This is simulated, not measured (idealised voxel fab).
This is a process module. Its name is voxel wiring stack.
We display cut, a cross-section 140 nm in width whose square cells are each 5 nm.
Cross-section = grid of square cells, listed top down in bands; band = one or more rows.
This entry defines a band. It first specifies the height of the band's top and the height of its bottom in nm, and then specifies the band's materials from left to right, stating each material with its width in nm. The word "edge to edge" identifies a single material that fills the band from edge to edge, while the word "air" identifies empty space.
Basically, 0 is our baseline, since under it the wafer straight out of the box is all one material. The bottom band has no lower end and keeps on going down, so it looks like "0 down".
Width: "30..40" (first number = top row, second number = bottom row, same change from row to row of cells).
Where a step carries "nothing got changed", the cross-section came out of it unchanged, cell for cell.
"Entrapped void list" specifies each empty space that is not open to the top and that occupies no fewer than 8 cells, using the form width x height at distance, the distance measured from the left edge and all three quantities in nm.
Post-settings text on a step line: simulator's own remark regarding the step.
Each step line may optionally specify "overlay nm", which for a step with a mask gives the rightward distance between the mask's planned place and where it lay, a negative value indicating the leftward direction.
Pairs ahead. Before: cross-section ahead of one process step. After: cross-section once the step is done, shown to the lowest changed band only. Under each pair: that step, with settings. Caution: pairs may come from different runs of this module on the same starting wafer; a pair follows the pair above only where its "State before step" entry says so.

### State before step
	135 to 125 | aC 30 nm | air 15 nm | aC 95 nm
	125 to 90 | lowk edge to edge
	90 to 85 | SiCN edge to edge
	85 to 65 | SiO2 25 nm | SiCN 5 nm | Ru 25 nm | SiCN 5 nm | SiO2 20 nm | SiCN 5 nm | Ru 25 nm | SiCN 5 nm | SiO2 25 nm
	65 to 60 | SiCN 30 nm | TiN 25 nm | SiCN 30 nm | TiN 25 nm | SiCN 30 nm
	60 to 40 | lowk 30 nm | TiN 5 nm | Cu 5 nm | TiN 5 nm | lowk 40 nm | TiN 5 nm | Cu 5 nm | TiN 5 nm | lowk 40 nm
	40 to 35 | SiCN 30 nm | TiN 15 nm | SiCN 40 nm | TiN 15 nm | SiCN 40 nm
	35 to 30 | lowk edge to edge
	30 to 25 | lowk 25 nm | SiCN 35 nm | lowk 20 nm | SiCN 35 nm | lowk 25 nm
	25 to 5 | lowk 25 nm | SiCN 5 nm | W 25 nm | SiCN 5 nm | lowk 20 nm | SiCN 5 nm | W 25 nm | SiCN 5 nm | lowk 25 nm
	5 to 0 | SiCN 30 nm | TiN 25 nm | SiCN 30 nm | TiN 25 nm | SiCN 30 nm
	0 down | Si edge to edge
	Entrapped void list: none

### Post-Step Section View
	135 to 125 | aC 30 nm | air 15 nm | aC 95 nm
	125 to 90 | lowk 30 nm | air 15 nm | lowk 95 nm
	For the remainder of the cross-section, below 90, there is no change.
	Entrapped void list: none
Processing between the before and after sections above: op DIRECTIONAL_ETCH | etch materials lowk | depth nm 35

State before step: look at the pair above, its after cross-section is where this step starts.

### Post-Step Section View
	125 to 90 | lowk 30 nm | air 15 nm | lowk 95 nm
	For the remainder of the cross-section, below 90, there is no change.
	Entrapped void list: none
Processing between the before and after sections above: op STRIP | etch materials aC

State before step: look at the pair above, its after cross-section is where this step starts.

### Post-Step Section View
	140 to 125 | resist 30 nm | air 25 nm | resist 30 nm | air 25 nm | resist 30 nm
	For the remainder of the cross-section, below 125, there is no change.
	Entrapped void list: none
Processing between the before and after sections above: op PATTERN | tone open | mask id METAL_3 | material resist | width nm 25 | pitch nm 55 | thk nm 15 | overlay nm 0

State before step: look at the pair above, its after cross-section is where this step starts.

### Post-Step Section View
	140 to 125 | resist 30 nm | air 25 nm | resist 30 nm | air 25 nm | resist 30 nm
	125 to 105 | lowk 30 nm | air 25 nm | lowk 30 nm | air 25 nm | lowk 30 nm
	For the remainder of the cross-section, below 105, there is no change.
	Entrapped void list: none
Processing between the before and after sections above: op DIRECTIONAL_ETCH | etch materials lowk | depth nm 20

State before step: look at the pair above, its after cross-section is where this step starts.

### Post-Step Section View
	140 to 125 | resist 30 nm | air 25 nm | resist 30 nm | air 25 nm | resist 30 nm
	125 to 105 | lowk 30 nm | air 25 nm | lowk 30 nm | air 25 nm | lowk 30 nm
	105 to 90 | lowk 30 nm | air 15 nm | lowk 95 nm
	90 to 85 | SiCN 30 nm | air 15 nm | SiCN 95 nm
	For the remainder of the cross-section, below 85, there is no change.
	Entrapped void list: none
Processing between the before and after sections above: op DIRECTIONAL_ETCH | etch materials SiCN | depth nm 5

State before step: look at the pair above, its after cross-section is where this step starts.

### Post-Step Section View
	125 to 105 | lowk 30 nm | air 25 nm | lowk 30 nm | air 25 nm | lowk 30 nm
	For the remainder of the cross-section, below 105, there is no change.
	Entrapped void list: none
Processing between the before and after sections above: op STRIP | etch materials resist

State before step: look at the pair above, its after cross-section is where this step starts.

### Post-Step Section View
	130 to 125 | TiN 35 nm | air 15 nm | TiN 40 nm | air 15 nm | TiN 35 nm
	125 to 110 | lowk 30 nm | TiN 5 nm | air 15 nm | TiN 5 nm | lowk 30 nm | TiN 5 nm | air 15 nm | TiN 5 nm | lowk 30 nm
	110 to 105 | lowk 30 nm | TiN 5 nm | air 5 nm | TiN 15 nm | lowk 30 nm | TiN 25 nm | lowk 30 nm
	105 to 90 | lowk 30 nm | TiN 5 nm | air 5 nm | TiN 5 nm | lowk 95 nm
	90 to 85 | SiCN 30 nm | TiN 15 nm | SiCN 95 nm
	For the remainder of the cross-section, below 85, there is no change.
	Entrapped void list: none
Processing between the before and after sections above: op CONFORMAL_DEP | material TiN | thk nm 5

State before step: look at the pair above, its after cross-section is where this step starts.

### Post-Step Section View
	140 to 130 | Cu edge to edge
	130 to 125 | TiN 35 nm | Cu 15 nm | TiN 40 nm | Cu 15 nm | TiN 35 nm
	125 to 110 | lowk 30 nm | TiN 5 nm | Cu 15 nm | TiN 5 nm | lowk 30 nm | TiN 5 nm | Cu 15 nm | TiN 5 nm | lowk 30 nm
	110 to 105 | lowk 30 nm | TiN 5 nm | Cu 5 nm | TiN 15 nm | lowk 30 nm | TiN 25 nm | lowk 30 nm
	105 to 90 | lowk 30 nm | TiN 5 nm | Cu 5 nm | TiN 5 nm | lowk 95 nm
	For the remainder of the cross-section, below 90, there is no change.
	Entrapped void list: none
Processing between the before and after sections above: op FILL_DEP | material Cu | thk nm 10

State before step: look at the pair above, its after cross-section is where this step starts.

### Post-Step Section View
	125 to 110 | lowk 30 nm | TiN 5 nm | Cu 15 nm | TiN 5 nm | lowk 30 nm | TiN 5 nm | Cu 15 nm | TiN 5 nm | lowk 30 nm
	For the remainder of the cross-section, below 110, there is no change.
	Entrapped void list: none
Processing between the before and after sections above: op CMP | height nm 125

State before step: look at the pair above, its after cross-section is where this step starts.

### Post-Step Section View
	130 to 125 | SiCN edge to edge
	For the remainder of the cross-section, below 125, there is no change.
	Entrapped void list: none
Processing between the before and after sections above: op CONFORMAL_DEP | material SiCN | thk nm 5

### State before step
	140 to 125 | resist 30 nm | air 25 nm | resist 30 nm | air 25 nm | resist 30 nm
	125 to 105 | lowk 30 nm | air 25 nm | lowk 30 nm | air 25 nm | lowk 30 nm
	105 to 90 | lowk 30 nm | air 15 nm | lowk 95 nm
	90 to 85 | SiCN edge to edge
	85 to 65 | SiO2 25 nm | SiCN 5 nm | Ru 25 nm | SiCN 5 nm | SiO2 20 nm | SiCN 5 nm | Ru 25 nm | SiCN 5 nm | SiO2 25 nm
	65 to 60 | SiCN 30 nm | TiN 25 nm | SiCN 30 nm | TiN 25 nm | SiCN 30 nm
	60 to 40 | lowk 30 nm | TiN 5 nm | Cu 5 nm | TiN 5 nm | lowk 40 nm | TiN 5 nm | Cu 5 nm | TiN 5 nm | lowk 40 nm
	40 to 35 | SiCN 30 nm | TiN 15 nm | SiCN 40 nm | TiN 15 nm | SiCN 40 nm
	35 to 15 | lowk 25 nm | SiCN 5 nm | W 25 nm | SiCN 5 nm | lowk 20 nm | SiCN 5 nm | W 25 nm | SiCN 5 nm | lowk 25 nm
	15 to 10 | SiCN 30 nm | TiN 25 nm | SiCN 30 nm | TiN 25 nm | SiCN 30 nm
	10 to 0 | SiO2 edge to edge
	0 down | Si edge to edge
	Entrapped void list: none

### Post-Step Section View
	140 to 125 | resist 30 nm | air 25 nm | resist 30 nm | air 25 nm | resist 30 nm
	125 to 90 | lowk 30 nm | air 25 nm | lowk 30 nm | air 25 nm | lowk 30 nm
	For the remainder of the cross-section, below 90, there is no change.
	Entrapped void list: none
Processing between the before and after sections above: op DIRECTIONAL_ETCH | etch materials lowk | depth nm 20

State before step: look at the pair above, its after cross-section is where this step starts.

### Post-Step Section View
	140 to 125 | resist 30 nm | air 25 nm | resist 30 nm | air 25 nm | resist 30 nm
	125 to 90 | lowk 30 nm | air 25 nm | lowk 30 nm | air 25 nm | lowk 30 nm
	90 to 85 | SiCN 30 nm | air 25 nm | SiCN 30 nm | air 25 nm | SiCN 30 nm
	For the remainder of the cross-section, below 85, there is no change.
	Entrapped void list: none
Processing between the before and after sections above: op DIRECTIONAL_ETCH | etch materials SiCN | depth nm 5

State before step: look at the pair above, its after cross-section is where this step starts.

### Post-Step Section View
	125 to 90 | lowk 30 nm | air 25 nm | lowk 30 nm | air 25 nm | lowk 30 nm
	For the remainder of the cross-section, below 90, there is no change.
	Entrapped void list: none
Processing between the before and after sections above: op STRIP | etch materials resist

State before step: look at the pair above, its after cross-section is where this step starts.

### Post-Step Section View
	130 to 125 | TiN 35 nm | air 15 nm | TiN 40 nm | air 15 nm | TiN 35 nm
	125 to 90 | lowk 30 nm | TiN 5 nm | air 15 nm | TiN 5 nm | lowk 30 nm | TiN 5 nm | air 15 nm | TiN 5 nm | lowk 30 nm
	90 to 85 | SiCN 30 nm | TiN 25 nm | SiCN 30 nm | TiN 25 nm | SiCN 30 nm
	For the remainder of the cross-section, below 85, there is no change.
	Entrapped void list: none
Processing between the before and after sections above: op CONFORMAL_DEP | material TiN | thk nm 5

State before step: look at the pair above, its after cross-section is where this step starts.

### Post-Step Section View
	140 to 130 | Cu edge to edge
	130 to 125 | TiN 35 nm | Cu 15 nm | TiN 40 nm | Cu 15 nm | TiN 35 nm
	125 to 90 | lowk 30 nm | TiN 5 nm | Cu 15 nm | TiN 5 nm | lowk 30 nm | TiN 5 nm | Cu 15 nm | TiN 5 nm | lowk 30 nm
	For the remainder of the cross-section, below 90, there is no change.
	Entrapped void list: none
Processing between the before and after sections above: op FILL_DEP | material Cu | thk nm 10

State before step: look at the pair above, its after cross-section is where this step starts.

### Post-Step Section View
	125 to 90 | lowk 30 nm | TiN 5 nm | Cu 15 nm | TiN 5 nm | lowk 30 nm | TiN 5 nm | Cu 15 nm | TiN 5 nm | lowk 30 nm
	For the remainder of the cross-section, below 90, there is no change.
	Entrapped void list: none
Processing between the before and after sections above: op CMP | height nm 125

State before step: look at the pair above, its after cross-section is where this step starts.

### Post-Step Section View
	130 to 125 | SiCN edge to edge
	For the remainder of the cross-section, below 125, there is no change.
	Entrapped void list: none
Processing between the before and after sections above: op CONFORMAL_DEP | material SiCN | thk nm 5

### State before step
	5 to 0 | TiN edge to edge
	0 down | Si edge to edge
	Entrapped void list: none

### Post-Step Section View
	15 to 5 | SiO2 edge to edge
	For the remainder of the cross-section, below 5, there is no change.
	Entrapped void list: none
Processing between the before and after sections above: op CONFORMAL_DEP | material SiO2 | thk nm 10

State before step: look at the pair above, its after cross-section is where this step starts.

### Post-Step Section View
	35 to 15 | W edge to edge
	For the remainder of the cross-section, below 15, there is no change.
	Entrapped void list: none
Processing between the before and after sections above: op DIRECTIONAL_DEP | material W | thk nm 20

State before step: look at the pair above, its after cross-section is where this step starts.

### Post-Step Section View
	50 to 35 | air 30 nm | resist 25 nm | air 30 nm | resist 25 nm | air 30 nm
	For the remainder of the cross-section, below 35, there is no change.
	Entrapped void list: none
Processing between the before and after sections above: op PATTERN | tone cover | mask id METAL_1 | material resist | width nm 25 | pitch nm 55 | thk nm 15 | overlay nm 0

State before step: look at the pair above, its after cross-section is where this step starts.

### Post-Step Section View
	50 to 35 | air 30 nm | resist 25 nm | air 30 nm | resist 25 nm | air 30 nm
	35 to 15 | air 30 nm | W 25 nm | air 30 nm | W 25 nm | air 30 nm
	For the remainder of the cross-section, below 15, there is no change.
	Entrapped void list: none
Processing between the before and after sections above: op DIRECTIONAL_ETCH | etch materials W | depth nm 20

State before step: look at the pair above, its after cross-section is where this step starts.

### Post-Step Section View
	35 to 15 | air 30 nm | W 25 nm | air 30 nm | W 25 nm | air 30 nm
	For the remainder of the cross-section, below 15, there is no change.
	Entrapped void list: none
Processing between the before and after sections above: op STRIP | etch materials resist

State before step: look at the pair above, its after cross-section is where this step starts.

### Post-Step Section View
	40 to 35 | air 25 nm | SiCN 35 nm | air 20 nm | SiCN 35 nm | air 25 nm
	35 to 20 | air 25 nm | SiCN 5 nm | W 25 nm | SiCN 5 nm | air 20 nm | SiCN 5 nm | W 25 nm | SiCN 5 nm | air 25 nm
	20 to 15 | SiCN 30 nm | W 25 nm | SiCN 30 nm | W 25 nm | SiCN 30 nm
	For the remainder of the cross-section, below 15, there is no change.
	Entrapped void list: none
Processing between the before and after sections above: op CONFORMAL_DEP | material SiCN | thk nm 5

State before step: look at the pair above, its after cross-section is where this step starts.

### Post-Step Section View
	45 to 40 | lowk edge to edge
	40 to 35 | lowk 25 nm | SiCN 35 nm | lowk 20 nm | SiCN 35 nm | lowk 25 nm
	35 to 20 | lowk 25 nm | SiCN 5 nm | W 25 nm | SiCN 5 nm | lowk 20 nm | SiCN 5 nm | W 25 nm | SiCN 5 nm | lowk 25 nm
	For the remainder of the cross-section, below 20, there is no change.
	Entrapped void list: none
Processing between the before and after sections above: op FILL_DEP | material lowk | thk nm 5

State before step: look at the pair above, its after cross-section is where this step starts.

### Post-Step Section View
	35 to 20 | lowk 25 nm | SiCN 5 nm | W 25 nm | SiCN 5 nm | lowk 20 nm | SiCN 5 nm | W 25 nm | SiCN 5 nm | lowk 25 nm
	For the remainder of the cross-section, below 20, there is no change.
	Entrapped void list: none
Processing between the before and after sections above: op CMP | height nm 35

State before step: look at the pair above, its after cross-section is where this step starts.

### Post-Step Section View
	40 to 35 | SiCN edge to edge
	For the remainder of the cross-section, below 35, there is no change.
	Entrapped void list: none
Processing between the before and after sections above: op CONFORMAL_DEP | material SiCN | thk nm 5

State before step: look at the pair above, its after cross-section is where this step starts.

### Post-Step Section View
	60 to 40 | lowk edge to edge
	For the remainder of the cross-section, below 40, there is no change.
	Entrapped void list: none
Processing between the before and after sections above: op DIRECTIONAL_DEP | material lowk | thk nm 20

State before step: look at the pair above, its after cross-section is where this step starts.

### Post-Step Section View
	75 to 60 | resist 30 nm | air 15 nm | resist 40 nm | air 15 nm | resist 40 nm
	For the remainder of the cross-section, below 60, there is no change.
	Entrapped void list: none
Processing between the before and after sections above: op PATTERN | tone open | mask id PLUG_1 | material resist | width nm 15 | pitch nm 55 | thk nm 15 | overlay nm 0

State before step: look at the pair above, its after cross-section is where this step starts.

### Post-Step Section View
	75 to 60 | resist 30 nm | air 15 nm | resist 40 nm | air 15 nm | resist 40 nm
	60 to 40 | lowk 30 nm | air 15 nm | lowk 40 nm | air 15 nm | lowk 40 nm
	For the remainder of the cross-section, below 40, there is no change.
	Entrapped void list: none
Processing between the before and after sections above: op DIRECTIONAL_ETCH | etch materials lowk | depth nm 20

State before step: look at the pair above, its after cross-section is where this step starts.

### Post-Step Section View
	75 to 60 | resist 30 nm | air 15 nm | resist 40 nm | air 15 nm | resist 40 nm
	60 to 40 | lowk 30 nm | air 15 nm | lowk 40 nm | air 15 nm | lowk 40 nm
	40 to 35 | SiCN 30 nm | air 15 nm | SiCN 40 nm | air 15 nm | SiCN 40 nm
	For the remainder of the cross-section, below 35, there is no change.
	Entrapped void list: none
Processing between the before and after sections above: op DIRECTIONAL_ETCH | etch materials SiCN | depth nm 5

State before step: look at the pair above, its after cross-section is where this step starts.

### Post-Step Section View
	60 to 40 | lowk 30 nm | air 15 nm | lowk 40 nm | air 15 nm | lowk 40 nm
	For the remainder of the cross-section, below 40, there is no change.
	Entrapped void list: none
Processing between the before and after sections above: op STRIP | etch materials resist

State before step: look at the pair above, its after cross-section is where this step starts.

### Post-Step Section View
	65 to 60 | TiN 35 nm | air 5 nm | TiN 50 nm | air 5 nm | TiN 45 nm
	60 to 40 | lowk 30 nm | TiN 5 nm | air 5 nm | TiN 5 nm | lowk 40 nm | TiN 5 nm | air 5 nm | TiN 5 nm | lowk 40 nm
	40 to 35 | SiCN 30 nm | TiN 15 nm | SiCN 40 nm | TiN 15 nm | SiCN 40 nm
	For the remainder of the cross-section, below 35, there is no change.
	Entrapped void list: none
Processing between the before and after sections above: op CONFORMAL_DEP | material TiN | thk nm 5

State before step: look at the pair above, its after cross-section is where this step starts.

### Post-Step Section View
	70 to 65 | Cu edge to edge
	65 to 60 | TiN 35 nm | Cu 5 nm | TiN 50 nm | Cu 5 nm | TiN 45 nm
	60 to 40 | lowk 30 nm | TiN 5 nm | Cu 5 nm | TiN 5 nm | lowk 40 nm | TiN 5 nm | Cu 5 nm | TiN 5 nm | lowk 40 nm
	For the remainder of the cross-section, below 40, there is no change.
	Entrapped void list: none
Processing between the before and after sections above: op FILL_DEP | material Cu | thk nm 5

State before step: look at the pair above, its after cross-section is where this step starts.

### Post-Step Section View
	60 to 40 | lowk 30 nm | TiN 5 nm | Cu 5 nm | TiN 5 nm | lowk 40 nm | TiN 5 nm | Cu 5 nm | TiN 5 nm | lowk 40 nm
	For the remainder of the cross-section, below 40, there is no change.
	Entrapped void list: none
Processing between the before and after sections above: op CMP | height nm 60

State before step: look at the pair above, its after cross-section is where this step starts.

### Post-Step Section View
	65 to 60 | TiN edge to edge
	For the remainder of the cross-section, below 60, there is no change.
	Entrapped void list: none
Processing between the before and after sections above: op DIRECTIONAL_DEP | material TiN | thk nm 5

State before step: look at the pair above, its after cross-section is where this step starts.

### Post-Step Section View
	85 to 65 | Ru edge to edge
	For the remainder of the cross-section, below 65, there is no change.
	Entrapped void list: none
Processing between the before and after sections above: op DIRECTIONAL_DEP | material Ru | thk nm 20

State before step: look at the pair above, its after cross-section is where this step starts.

### Post-Step Section View
	105 to 85 | air 30 nm | resist 25 nm | air 30 nm | resist 25 nm | air 30 nm
	For the remainder of the cross-section, below 85, there is no change.
	Entrapped void list: none
Processing between the before and after sections above: op PATTERN | tone cover | mask id METAL_2 | material resist | width nm 25 | pitch nm 55 | thk nm 20 | overlay nm 0

State before step: look at the pair above, its after cross-section is where this step starts.

### Post-Step Section View
	105 to 85 | air 30 nm | resist 25 nm | air 30 nm | resist 25 nm | air 30 nm
	85 to 65 | air 30 nm | Ru 25 nm | air 30 nm | Ru 25 nm | air 30 nm
	For the remainder of the cross-section, below 65, there is no change.
	Entrapped void list: none
Processing between the before and after sections above: op DIRECTIONAL_ETCH | etch materials Ru | depth nm 20

State before step: look at the pair above, its after cross-section is where this step starts.

### Post-Step Section View
	105 to 85 | air 30 nm | resist 25 nm | air 30 nm | resist 25 nm | air 30 nm
	85 to 65 | air 30 nm | Ru 25 nm | air 30 nm | Ru 25 nm | air 30 nm
	65 to 60 | air 30 nm | TiN 25 nm | air 30 nm | TiN 25 nm | air 30 nm
	For the remainder of the cross-section, below 60, there is no change.
	Entrapped void list: none
Processing between the before and after sections above: op DIRECTIONAL_ETCH | etch materials TiN | depth nm 5

State before step: look at the pair above, its after cross-section is where this step starts.

### Post-Step Section View
	85 to 65 | air 30 nm | Ru 25 nm | air 30 nm | Ru 25 nm | air 30 nm
	For the remainder of the cross-section, below 65, there is no change.
	Entrapped void list: none
Processing between the before and after sections above: op STRIP | etch materials resist

State before step: look at the pair above, its after cross-section is where this step starts.

### Post-Step Section View
	90 to 85 | air 25 nm | SiCN 35 nm | air 20 nm | SiCN 35 nm | air 25 nm
	85 to 65 | air 25 nm | SiCN 5 nm | Ru 25 nm | SiCN 5 nm | air 20 nm | SiCN 5 nm | Ru 25 nm | SiCN 5 nm | air 25 nm
	65 to 60 | SiCN 30 nm | TiN 25 nm | SiCN 30 nm | TiN 25 nm | SiCN 30 nm
	For the remainder of the cross-section, below 60, there is no change.
	Entrapped void list: none
Processing between the before and after sections above: op CONFORMAL_DEP | material SiCN | thk nm 5

State before step: look at the pair above, its after cross-section is where this step starts.

### Post-Step Section View
	100 to 90 | SiO2 edge to edge
	90 to 85 | SiO2 25 nm | SiCN 35 nm | SiO2 20 nm | SiCN 35 nm | SiO2 25 nm
	85 to 65 | SiO2 25 nm | SiCN 5 nm | Ru 25 nm | SiCN 5 nm | SiO2 20 nm | SiCN 5 nm | Ru 25 nm | SiCN 5 nm | SiO2 25 nm
	For the remainder of the cross-section, below 65, there is no change.
	Entrapped void list: none
Processing between the before and after sections above: op FILL_DEP | material SiO2 | thk nm 10

State before step: look at the pair above, its after cross-section is where this step starts.

### Post-Step Section View
	85 to 65 | SiO2 25 nm | SiCN 5 nm | Ru 25 nm | SiCN 5 nm | SiO2 20 nm | SiCN 5 nm | Ru 25 nm | SiCN 5 nm | SiO2 25 nm
	For the remainder of the cross-section, below 65, there is no change.
	Entrapped void list: none
Processing between the before and after sections above: op CMP | height nm 85

State before step: look at the pair above, its after cross-section is where this step starts.

### Post-Step Section View
	90 to 85 | SiCN edge to edge
	For the remainder of the cross-section, below 85, there is no change.
	Entrapped void list: none
Processing between the before and after sections above: op CONFORMAL_DEP | material SiCN | thk nm 5

State before step: look at the pair above, its after cross-section is where this step starts.

### Post-Step Section View
	125 to 90 | lowk edge to edge
	For the remainder of the cross-section, below 90, there is no change.
	Entrapped void list: none
Processing between the before and after sections above: op DIRECTIONAL_DEP | material lowk | thk nm 35

State before step: look at the pair above, its after cross-section is where this step starts.

### Post-Step Section View
	135 to 125 | aC edge to edge
	For the remainder of the cross-section, below 125, there is no change.
	Entrapped void list: none
Processing between the before and after sections above: op DIRECTIONAL_DEP | material aC | thk nm 10

State before step: look at the pair above, its after cross-section is where this step starts.

### Post-Step Section View
	160 to 135 | resist 30 nm | air 15 nm | resist 95 nm
	For the remainder of the cross-section, below 135, there is no change.
	Entrapped void list: none
Processing between the before and after sections above: op PATTERN | tone open | mask id METAL_3_HOLES | material resist | width nm 15 | thk nm 25 | overlay nm 0

State before step: look at the pair above, its after cross-section is where this step starts.

### Post-Step Section View
	150 to 135 | resist 30 nm | air 15 nm | resist 95 nm
	135 to 125 | aC 30 nm | air 15 nm | aC 95 nm
	For the remainder of the cross-section, below 125, there is no change.
	Entrapped void list: none
Processing between the before and after sections above: op DIRECTIONAL_ETCH | etch materials aC | depth nm 10

State before step: look at the pair above, its after cross-section is where this step starts.

### Post-Step Section View
	135 to 125 | aC 30 nm | air 15 nm | aC 95 nm
	For the remainder of the cross-section, below 125, there is no change.
	Entrapped void list: none
Processing between the before and after sections above: op STRIP | etch materials resist

State before step: look at the pair above, its after cross-section is where this step starts.

### Post-Step Section View
	135 to 125 | aC 30 nm | air 15 nm | aC 95 nm
	125 to 90 | lowk 30 nm | air 15 nm | lowk 95 nm
	For the remainder of the cross-section, below 90, there is no change.
	Entrapped void list: none
Processing between the before and after sections above: op DIRECTIONAL_ETCH | etch materials lowk | depth nm 35

State before step: look at the pair above, its after cross-section is where this step starts.

### Post-Step Section View
	125 to 90 | lowk 30 nm | air 15 nm | lowk 95 nm
	For the remainder of the cross-section, below 90, there is no change.
	Entrapped void list: none
Processing between the before and after sections above: op STRIP | etch materials aC

State before step: look at the pair above, its after cross-section is where this step starts.

### Post-Step Section View
	140 to 125 | resist 30 nm | air 25 nm | resist 30 nm | air 25 nm | resist 30 nm
	For the remainder of the cross-section, below 125, there is no change.
	Entrapped void list: none
Processing between the before and after sections above: op PATTERN | tone open | mask id METAL_3 | material resist | width nm 25 | pitch nm 55 | thk nm 15 | overlay nm 0

State before step: look at the pair above, its after cross-section is where this step starts.

### Post-Step Section View
	140 to 125 | resist 30 nm | air 25 nm | resist 30 nm | air 25 nm | resist 30 nm
	125 to 105 | lowk 30 nm | air 25 nm | lowk 30 nm | air 25 nm | lowk 30 nm
	For the remainder of the cross-section, below 105, there is no change.
	Entrapped void list: none
Processing between the before and after sections above: op DIRECTIONAL_ETCH | etch materials lowk | depth nm 20

State before step: look at the pair above, its after cross-section is where this step starts.

### Post-Step Section View
	140 to 125 | resist 30 nm | air 25 nm | resist 30 nm | air 25 nm | resist 30 nm
	125 to 105 | lowk 30 nm | air 25 nm | lowk 30 nm | air 25 nm | lowk 30 nm
	105 to 90 | lowk 30 nm | air 15 nm | lowk 95 nm
	90 to 85 | SiCN 30 nm | air 15 nm | SiCN 95 nm
	For the remainder of the cross-section, below 85, there is no change.
	Entrapped void list: none
Processing between the before and after sections above: op DIRECTIONAL_ETCH | etch materials SiCN | depth nm 5

State before step: look at the pair above, its after cross-section is where this step starts.

### Post-Step Section View
	125 to 105 | lowk 30 nm | air 25 nm | lowk 30 nm | air 25 nm | lowk 30 nm
	For the remainder of the cross-section, below 105, there is no change.
	Entrapped void list: none
Processing between the before and after sections above: op STRIP | etch materials resist

State before step: look at the pair above, its after cross-section is where this step starts.

### Post-Step Section View
	130 to 125 | TiN 35 nm | air 15 nm | TiN 40 nm | air 15 nm | TiN 35 nm
	125 to 110 | lowk 30 nm | TiN 5 nm | air 15 nm | TiN 5 nm | lowk 30 nm | TiN 5 nm | air 15 nm | TiN 5 nm | lowk 30 nm
	110 to 105 | lowk 30 nm | TiN 5 nm | air 5 nm | TiN 15 nm | lowk 30 nm | TiN 25 nm | lowk 30 nm
	105 to 90 | lowk 30 nm | TiN 5 nm | air 5 nm | TiN 5 nm | lowk 95 nm
	90 to 85 | SiCN 30 nm | TiN 15 nm | SiCN 95 nm
	For the remainder of the cross-section, below 85, there is no change.
	Entrapped void list: none
Processing between the before and after sections above: op CONFORMAL_DEP | material TiN | thk nm 5

State before step: look at the pair above, its after cross-section is where this step starts.

### Post-Step Section View
	140 to 130 | Cu edge to edge
	130 to 125 | TiN 35 nm | Cu 15 nm | TiN 40 nm | Cu 15 nm | TiN 35 nm
	125 to 110 | lowk 30 nm | TiN 5 nm | Cu 15 nm | TiN 5 nm | lowk 30 nm | TiN 5 nm | Cu 15 nm | TiN 5 nm | lowk 30 nm
	110 to 105 | lowk 30 nm | TiN 5 nm | Cu 5 nm | TiN 15 nm | lowk 30 nm | TiN 25 nm | lowk 30 nm
	105 to 90 | lowk 30 nm | TiN 5 nm | Cu 5 nm | TiN 5 nm | lowk 95 nm
	For the remainder of the cross-section, below 90, there is no change.
	Entrapped void list: none
Processing between the before and after sections above: op FILL_DEP | material Cu | thk nm 10

State before step: look at the pair above, its after cross-section is where this step starts.

### Post-Step Section View
	125 to 110 | lowk 30 nm | TiN 5 nm | Cu 15 nm | TiN 5 nm | lowk 30 nm | TiN 5 nm | Cu 15 nm | TiN 5 nm | lowk 30 nm
	For the remainder of the cross-section, below 110, there is no change.
	Entrapped void list: none
Processing between the before and after sections above: op CMP | height nm 125

State before step: look at the pair above, its after cross-section is where this step starts.

### Post-Step Section View
	130 to 125 | SiCN edge to edge
	For the remainder of the cross-section, below 125, there is no change.
	Entrapped void list: none
Processing between the before and after sections above: op CONFORMAL_DEP | material SiCN | thk nm 5

### State before step
	65 to 60 | TiN edge to edge
	60 to 40 | lowk 30 nm | TiN 5 nm | Cu 5 nm | TiN 5 nm | lowk 40 nm | TiN 5 nm | Cu 5 nm | TiN 5 nm | lowk 40 nm
	40 to 35 | SiCN 30 nm | TiN 15 nm | SiCN 40 nm | TiN 15 nm | SiCN 40 nm
	35 to 15 | lowk 25 nm | SiCN 5 nm | W 25 nm | SiCN 5 nm | lowk 20 nm | SiCN 5 nm | W 25 nm | SiCN 5 nm | lowk 25 nm
	15 to 10 | SiCN 30 nm | TiN 25 nm | SiCN 30 nm | TiN 25 nm | SiCN 30 nm
	10 to 0 | SiO2 edge to edge
	0 down | Si edge to edge
	Entrapped void list: none

### Post-Step Section View
	75 to 65 | Ru edge to edge
	For the remainder of the cross-section, below 65, there is no change.
	Entrapped void list: none
Processing between the before and after sections above: op DIRECTIONAL_DEP | material Ru | thk nm 10

State before step: look at the pair above, its after cross-section is where this step starts.

### Post-Step Section View
	95 to 75 | air 30 nm | resist 25 nm | air 30 nm | resist 25 nm | air 30 nm
	For the remainder of the cross-section, below 75, there is no change.
	Entrapped void list: none
Processing between the before and after sections above: op PATTERN | tone cover | mask id METAL_2 | material resist | width nm 25 | pitch nm 55 | thk nm 20 | overlay nm 0

State before step: look at the pair above, its after cross-section is where this step starts.

### Post-Step Section View
	95 to 75 | air 30 nm | resist 25 nm | air 30 nm | resist 25 nm | air 30 nm
	75 to 65 | air 30 nm | Ru 25 nm | air 30 nm | Ru 25 nm | air 30 nm
	For the remainder of the cross-section, below 65, there is no change.
	Entrapped void list: none
Processing between the before and after sections above: op DIRECTIONAL_ETCH | etch materials Ru | depth nm 20

State before step: look at the pair above, its after cross-section is where this step starts.

### Post-Step Section View
	95 to 75 | air 30 nm | resist 25 nm | air 30 nm | resist 25 nm | air 30 nm
	75 to 65 | air 30 nm | Ru 25 nm | air 30 nm | Ru 25 nm | air 30 nm
	65 to 60 | air 30 nm | TiN 25 nm | air 30 nm | TiN 25 nm | air 30 nm
	For the remainder of the cross-section, below 60, there is no change.
	Entrapped void list: none
Processing between the before and after sections above: op DIRECTIONAL_ETCH | etch materials TiN | depth nm 5

State before step: look at the pair above, its after cross-section is where this step starts.

### Post-Step Section View
	75 to 65 | air 30 nm | Ru 25 nm | air 30 nm | Ru 25 nm | air 30 nm
	For the remainder of the cross-section, below 65, there is no change.
	Entrapped void list: none
Processing between the before and after sections above: op STRIP | etch materials resist

State before step: look at the pair above, its after cross-section is where this step starts.

### Post-Step Section View
	80 to 75 | air 25 nm | SiCN 35 nm | air 20 nm | SiCN 35 nm | air 25 nm
	75 to 65 | air 25 nm | SiCN 5 nm | Ru 25 nm | SiCN 5 nm | air 20 nm | SiCN 5 nm | Ru 25 nm | SiCN 5 nm | air 25 nm
	65 to 60 | SiCN 30 nm | TiN 25 nm | SiCN 30 nm | TiN 25 nm | SiCN 30 nm
	For the remainder of the cross-section, below 60, there is no change.
	Entrapped void list: none
Processing between the before and after sections above: op CONFORMAL_DEP | material SiCN | thk nm 5
